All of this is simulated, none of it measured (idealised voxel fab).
Process module in this document: voxel quadruple lines
Square cell edge 5 nm, section width 170 nm, ID cut.
How to read a cross-section here: the picture is a grid of square cells, written as bands going from the top down, and any band can span one or more rows of cells.
Per band: top height and bottom height in nm, followed by the left-to-right materials and their widths in nm; "edge to edge" marks a single material spanning edge to edge, "air" marks empty space.
Heights are expressed relative to 0, this being the level below which the as-received wafer comprises one material exclusively. The lowest band is unbounded in the downward direction and is denoted as in "0 -> down".
Top row gets the first number, bottom row gets the second, and each row in between changes by the same step: that is how a band width like "30 to 40" works.
A step reported as "same as before" is a step in which no cell of the cross-section changed.
The label "Trapped void list" introduces a list of the empty spaces, 8 cells or larger, that have no open way up to the top; each entry in it reads width x height at distance, where the distance is taken from the left edge and all three are stated in nm.
If you see something after the settings on a step's line, that's the simulator's own remark about that step.
A step line may carry the setting "overlay nm", which, for steps involving a mask, states the distance by which the mask lay to the right of its intended position; negative values denote displacement to the left.

Steps in the process plan
1,RECEIVE,material Si
2,CONFORMAL_DEP,material Al2O3,thk nm 10
3,DIRECTIONAL_DEP,material Ru,thk nm 15
4,DIRECTIONAL_DEP,material polySi,thk nm 20
5,DIRECTIONAL_DEP,material aC,thk nm 25
6,PATTERN,tone cover,mask id MANDREL,material resist,width nm 30,thk nm 30,overlay nm 0
7,DIRECTIONAL_ETCH,etch materials aC,depth nm 25
8,STRIP,etch materials resist
9,CONFORMAL_DEP,material SiO2,thk nm 10
10,DIRECTIONAL_ETCH,etch materials SiO2,depth nm 10
11,STRIP,etch materials aC
12,DIRECTIONAL_ETCH,etch materials polySi,depth nm 20
13,STRIP,etch materials SiO2
14,CONFORMAL_DEP,material SiN,thk nm 10
15,DIRECTIONAL_ETCH,etch materials SiN,depth nm 10
16,STRIP,etch materials polySi
17,DIRECTIONAL_ETCH,etch materials Ru,depth nm 15
18,STRIP,etch materials SiN
19,FILL_DEP,material SiO2,thk nm 10
20,CMP,height nm 25

First wafer, as planned

The cross-section here shows the wafer as received, i.e. in its state after step 1
* 0 -> down: Si edge to edge
* Trapped void list: none

After step 2: wafer cross-section
* 10 -> 0: Al2O3 edge to edge
* Beneath the level 0, the cross-section is identical to its previous state.

After step 3: wafer cross-section
* 25 -> 10: Ru edge to edge
* Beneath the level 10, the cross-section is identical to its previous state.

After step 4: wafer cross-section
* 45 -> 25: polySi edge to edge
* Beneath the level 25, the cross-section is identical to its previous state.

After step 5: wafer cross-section
* 70 -> 45: aC edge to edge
* Beneath the level 45, the cross-section is identical to its previous state.

After step 6: wafer cross-section
* 100 -> 70: air 70 nm  resist 30 nm  air 70 nm
* Beneath the level 70, the cross-section is identical to its previous state.

After step 7: wafer cross-section
* 75 -> 70: air 70 nm  resist 30 nm  air 70 nm
* 70 -> 45: air 70 nm  aC 30 nm  air 70 nm
* Beneath the level 45, the cross-section is identical to its previous state.

After step 8: wafer cross-section
* 70 -> 45: air 70 nm  aC 30 nm  air 70 nm
* Beneath the level 45, the cross-section is identical to its previous state.

After step 9: wafer cross-section
* 80 -> 70: air 60 nm  SiO2 50 nm  air 60 nm
* 70 -> 55: air 60 nm  SiO2 10 nm  aC 30 nm  SiO2 10 nm  air 60 nm
* 55 -> 45: SiO2 70 nm  aC 30 nm  SiO2 70 nm
* Beneath the level 45, the cross-section is identical to its previous state.

After step 10: wafer cross-section
* 70 -> 45: air 60 nm  SiO2 10 nm  aC 30 nm  SiO2 10 nm  air 60 nm
* Beneath the level 45, the cross-section is identical to its previous state.

After step 11: wafer cross-section
* 70 -> 45: air 60 nm  SiO2 10 nm  air 30 nm  SiO2 10 nm  air 60 nm
* Beneath the level 45, the cross-section is identical to its previous state.

After step 12: wafer cross-section
* 70 -> 45: air 60 nm  SiO2 10 nm  air 30 nm  SiO2 10 nm  air 60 nm
* 45 -> 25: air 60 nm  polySi 10 nm  air 30 nm  polySi 10 nm  air 60 nm
* Beneath the level 25, the cross-section is identical to its previous state.

After step 13: wafer cross-section
* 45 -> 25: air 60 nm  polySi 10 nm  air 30 nm  polySi 10 nm  air 60 nm
* Beneath the level 25, the cross-section is identical to its previous state.

After step 14: wafer cross-section
* 55 -> 45: air 50 nm  SiN 30 nm  air 10 nm  SiN 30 nm  air 50 nm
* 45 -> 35: air 50 nm  SiN 10 nm  polySi 10 nm  SiN 10 nm  air 10 nm  SiN 10 nm  polySi 10 nm  SiN 10 nm  air 50 nm
* 35 -> 25: SiN 60 nm  polySi 10 nm  SiN 30 nm  polySi 10 nm  SiN 60 nm
* Beneath the level 25, the cross-section is identical to its previous state.

After step 15: wafer cross-section
* 45 -> 25: air 50 nm  SiN 10 nm  polySi 10 nm  SiN 10 nm  air 10 nm  SiN 10 nm  polySi 10 nm  SiN 10 nm  air 50 nm
* Beneath the level 25, the cross-section is identical to its previous state.

After step 16: wafer cross-section
* 45 -> 25: air 50 nm  SiN 10 nm  air 10 nm  SiN 10 nm  air 10 nm  SiN 10 nm  air 10 nm  SiN 10 nm  air 50 nm
* Beneath the level 25, the cross-section is identical to its previous state.

After step 17: wafer cross-section
* 45 -> 25: air 50 nm  SiN 10 nm  air 10 nm  SiN 10 nm  air 10 nm  SiN 10 nm  air 10 nm  SiN 10 nm  air 50 nm
* 25 -> 10: air 50 nm  Ru 10 nm  air 10 nm  Ru 10 nm  air 10 nm  Ru 10 nm  air 10 nm  Ru 10 nm  air 50 nm
* Beneath the level 10, the cross-section is identical to its previous state.

After step 18: wafer cross-section
* 25 -> 10: air 50 nm  Ru 10 nm  air 10 nm  Ru 10 nm  air 10 nm  Ru 10 nm  air 10 nm  Ru 10 nm  air 50 nm
* Beneath the level 10, the cross-section is identical to its previous state.

After step 19: wafer cross-section
* 35 -> 25: SiO2 edge to edge
* 25 -> 10: SiO2 50 nm  Ru 10 nm  SiO2 10 nm  Ru 10 nm  SiO2 10 nm  Ru 10 nm  SiO2 10 nm  Ru 10 nm  SiO2 50 nm
* Beneath the level 10, the cross-section is identical to its previous state.

After step 20: wafer cross-section
* 25 -> 10: SiO2 50 nm  Ru 10 nm  SiO2 10 nm  Ru 10 nm  SiO2 10 nm  Ru 10 nm  SiO2 10 nm  Ru 10 nm  SiO2 50 nm
* Beneath the level 10, the cross-section is identical to its previous state.

Second wafer, same starting conditions and recipe as the first, one mistake in executing it, nothing differs from the first up to and including step 5

The second wafer in cross-section, at the planned close of step 6
* 100 -> 70: air 80 nm  resist 30 nm  air 60 nm
* Beneath the level 70, the cross-section is identical to its previous state.

The second wafer in cross-section, at the planned close of step 7
* 75 -> 70: air 80 nm  resist 30 nm  air 60 nm
* 70 -> 45: air 80 nm  aC 30 nm  air 60 nm
* Beneath the level 45, the cross-section is identical to its previous state.

The second wafer in cross-section, at the planned close of step 8
* 70 -> 45: air 80 nm  aC 30 nm  air 60 nm
* Beneath the level 45, the cross-section is identical to its previous state.

The second wafer in cross-section, at the planned close of step 9
* 80 -> 70: air 70 nm  SiO2 50 nm  air 50 nm
* 70 -> 55: air 70 nm  SiO2 10 nm  aC 30 nm  SiO2 10 nm  air 50 nm
* 55 -> 45: SiO2 80 nm  aC 30 nm  SiO2 60 nm
* Beneath the level 45, the cross-section is identical to its previous state.

The second wafer in cross-section, at the planned close of step 10
* 70 -> 45: air 70 nm  SiO2 10 nm  aC 30 nm  SiO2 10 nm  air 50 nm
* Beneath the level 45, the cross-section is identical to its previous state.

The second wafer in cross-section, at the planned close of step 11
* 70 -> 45: air 70 nm  SiO2 10 nm  air 30 nm  SiO2 10 nm  air 50 nm
* Beneath the level 45, the cross-section is identical to its previous state.

The second wafer in cross-section, at the planned close of step 12
* 70 -> 45: air 70 nm  SiO2 10 nm  air 30 nm  SiO2 10 nm  air 50 nm
* 45 -> 25: air 70 nm  polySi 10 nm  air 30 nm  polySi 10 nm  air 50 nm
* Beneath the level 25, the cross-section is identical to its previous state.

The second wafer in cross-section, at the planned close of step 13
* 45 -> 25: air 70 nm  polySi 10 nm  air 30 nm  polySi 10 nm  air 50 nm
* Beneath the level 25, the cross-section is identical to its previous state.

The second wafer in cross-section, at the planned close of step 14
* 55 -> 45: air 60 nm  SiN 30 nm  air 10 nm  SiN 30 nm  air 40 nm
* 45 -> 35: air 60 nm  SiN 10 nm  polySi 10 nm  SiN 10 nm  air 10 nm  SiN 10 nm  polySi 10 nm  SiN 10 nm  air 40 nm
* 35 -> 25: SiN 70 nm  polySi 10 nm  SiN 30 nm  polySi 10 nm  SiN 50 nm
* Beneath the level 25, the cross-section is identical to its previous state.

The second wafer in cross-section, at the planned close of step 15
* 45 -> 25: air 60 nm  SiN 10 nm  polySi 10 nm  SiN 10 nm  air 10 nm  SiN 10 nm  polySi 10 nm  SiN 10 nm  air 40 nm
* Beneath the level 25, the cross-section is identical to its previous state.

The second wafer in cross-section, at the planned close of step 16
* 45 -> 25: air 60 nm  SiN 10 nm  air 10 nm  SiN 10 nm  air 10 nm  SiN 10 nm  air 10 nm  SiN 10 nm  air 40 nm
* Beneath the level 25, the cross-section is identical to its previous state.

The second wafer in cross-section, at the planned close of step 17
* 45 -> 25: air 60 nm  SiN 10 nm  air 10 nm  SiN 10 nm  air 10 nm  SiN 10 nm  air 10 nm  SiN 10 nm  air 40 nm
* 25 -> 10: air 60 nm  Ru 10 nm  air 10 nm  Ru 10 nm  air 10 nm  Ru 10 nm  air 10 nm  Ru 10 nm  air 40 nm
* Beneath the level 10, the cross-section is identical to its previous state.

The second wafer in cross-section, at the planned close of step 18
* 25 -> 10: air 60 nm  Ru 10 nm  air 10 nm  Ru 10 nm  air 10 nm  Ru 10 nm  air 10 nm  Ru 10 nm  air 40 nm
* Beneath the level 10, the cross-section is identical to its previous state.

The second wafer in cross-section, at the planned close of step 19
* 35 -> 25: SiO2 edge to edge
* 25 -> 10: SiO2 60 nm  Ru 10 nm  SiO2 10 nm  Ru 10 nm  SiO2 10 nm  Ru 10 nm  SiO2 10 nm  Ru 10 nm  SiO2 40 nm
* Beneath the level 10, the cross-section is identical to its previous state.

The second wafer in cross-section, at the planned close of step 20
* 25 -> 10: SiO2 60 nm  Ru 10 nm  SiO2 10 nm  Ru 10 nm  SiO2 10 nm  Ru 10 nm  SiO2 10 nm  Ru 10 nm  SiO2 40 nm
* Beneath the level 10, the cross-section is identical to its previous state.
Here's what went sideways: heads up, step 6 didn't go per plan, it actually ran as PATTERN,tone cover,mask id MANDREL,material resist,width nm 30,thk nm 30,overlay nm 10
By the end, you'd get the same cell count for each material on either wafer, but the second wafer puts them somewhere else.
